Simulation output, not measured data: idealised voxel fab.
The following process module bears the name voxel capacitor over wiring.
Section cut is 260 nm wide and gridded with 5 nm square cells.
A cross-section is a grid of square cells, given in bands from the top down. A band is one or more rows of cells. Band entry format. Leading values: height of top, height of bottom, nm. Remainder: materials in left-to-right order, each with its width in nm. Special words: "all across" on a single material, which then fills the band edge to edge; "air", empty space. Below 0: as-received wafer, all one material; heights counted from there. Lowest band: no bottom, goes on down, written "0 nm and below". Width spec "30->40" -> top row of cells at first value, bottom row at second value, equal per-row change in between. "nothing got changed" after a step means that no cell of the cross-section changed. Enclosed voids (no open way to top), threshold 8 cells or more, entry "Sealed void list", notation width x height at distance, distance from left edge, nm. Read whatever lies past the settings on a step's line as the simulator's own remark about the step. Steps that use a mask can have "overlay nm" on their line. It says how far the mask sat to the right of where it was meant to be. Negative means to the left.
The steps planned for the process are as follows
1 RECEIVE | material Si
2 CONFORMAL_DEP | material SiO2 | thk nm 10
3 DIRECTIONAL_DEP | material TiN | thk nm 5
4 DIRECTIONAL_DEP | material W | thk nm 15
5 MASKED_ETCH | tone cover | mask id METAL_1 | width nm 30 | pitch nm 100 | etch materials W | depth nm 15 | overlay nm 0
6 MASKED_ETCH | tone cover | mask id METAL_1 | width nm 30 | pitch nm 100 | etch materials TiN | depth nm 5 | overlay nm 0
7 CONFORMAL_DEP | material SiN | thk nm 5
8 FILL_DEP | material lowk | thk nm 10
9 CMP | height nm 30
10 CONFORMAL_DEP | material SiCN | thk nm 5
11 DIRECTIONAL_DEP | material lowk | thk nm 15
12 MASKED_ETCH | tone open | mask id PLUG_1 | width nm 15 | etch materials lowk | depth nm 15 | overlay nm 0
13 MASKED_ETCH | tone open | mask id PLUG_1 | width nm 15 | etch materials SiCN | depth nm 5 | overlay nm 0
14 EPI | material Ru | thk nm 10
15 EPI | material Ru | thk nm 10
16 DIRECTIONAL_DEP | material TiN | thk nm 5
17 DIRECTIONAL_DEP | material HfO2 | thk nm 5
18 DIRECTIONAL_DEP | material TiN | thk nm 10
19 DIRECTIONAL_DEP | material aC | thk nm 15
20 PATTERN | tone cover | mask id UPPER_PLATE | material resist | width nm 75 | thk nm 35 | overlay nm 0
21 DIRECTIONAL_ETCH | etch materials aC | depth nm 15
22 STRIP | etch materials resist
23 DIRECTIONAL_ETCH | etch materials TiN | depth nm 10
24 DIRECTIONAL_ETCH | etch materials HfO2 | depth nm 5
25 STRIP | etch materials aC
26 DIRECTIONAL_DEP | material aC | thk nm 15
27 PATTERN | tone cover | mask id LOWER_PLATE | material resist | width nm 85 | thk nm 30 | overlay nm -15
28 DIRECTIONAL_ETCH | etch materials aC | depth nm 15
29 STRIP | etch materials resist
30 DIRECTIONAL_ETCH | etch materials TiN | depth nm 5
31 STRIP | etch materials aC
32 FILL_DEP | material SiO2 | thk nm 15
33 CMP | height nm 80
34 DIRECTIONAL_DEP | material aC | thk nm 10
35 PATTERN | tone open | mask id PLUG_2 | material resist | width nm 15 | thk nm 25 | overlay nm 0
36 DIRECTIONAL_ETCH | etch materials aC | depth nm 10
37 STRIP | etch materials resist
38 DIRECTIONAL_ETCH | etch materials SiO2 | depth nm 10
39 STRIP | etch materials aC
40 CONFORMAL_DEP | material TiN | thk nm 5
41 FILL_DEP | material Cu | thk nm 5
42 CMP | height nm 80
43 CONFORMAL_DEP | material SiN | thk nm 5
Wafer-to-wafer difference: overlay nm, step 27. Common start. Plan = first wafer's value.
Cross-section of the first of several wafers as received (after step 1)
> 0 nm and below = Si all across
> Sealed void list: none
Below, a row for every wafer. Read it as the end-of-module picture: for each material the wafer shows its cells gained (+) or lost (-) since it was received, and then its closed voids
overlay nm -15 | +1 Cu | +15 HfO2 | +12 Ru | +49 SiCN | +104 SiN | +348 SiO2 | +64 TiN | +36 W | +255 lowk | Sealed void list: none
overlay nm -10 | +1 Cu | +15 HfO2 | +12 Ru | +49 SiCN | +104 SiN | +348 SiO2 | +64 TiN | +36 W | +255 lowk | Sealed void list: none
overlay nm -5 | +1 Cu | +15 HfO2 | +12 Ru | +49 SiCN | +104 SiN | +348 SiO2 | +64 TiN | +36 W | +255 lowk | Sealed void list: none
overlay nm 0 | +1 Cu | +15 HfO2 | +12 Ru | +49 SiCN | +104 SiN | +348 SiO2 | +64 TiN | +36 W | +255 lowk | Sealed void list: none
overlay nm 5 | +1 Cu | +15 HfO2 | +12 Ru | +49 SiCN | +104 SiN | +348 SiO2 | +64 TiN | +36 W | +255 lowk | Sealed void list: none
overlay nm 10 | +1 Cu | +15 HfO2 | +12 Ru | +49 SiCN | +104 SiN | +348 SiO2 | +64 TiN | +36 W | +255 lowk | Sealed void list: none
overlay nm 15 | +1 Cu | +15 HfO2 | +12 Ru | +49 SiCN | +104 SiN | +348 SiO2 | +64 TiN | +36 W | +255 lowk | Sealed void list: none
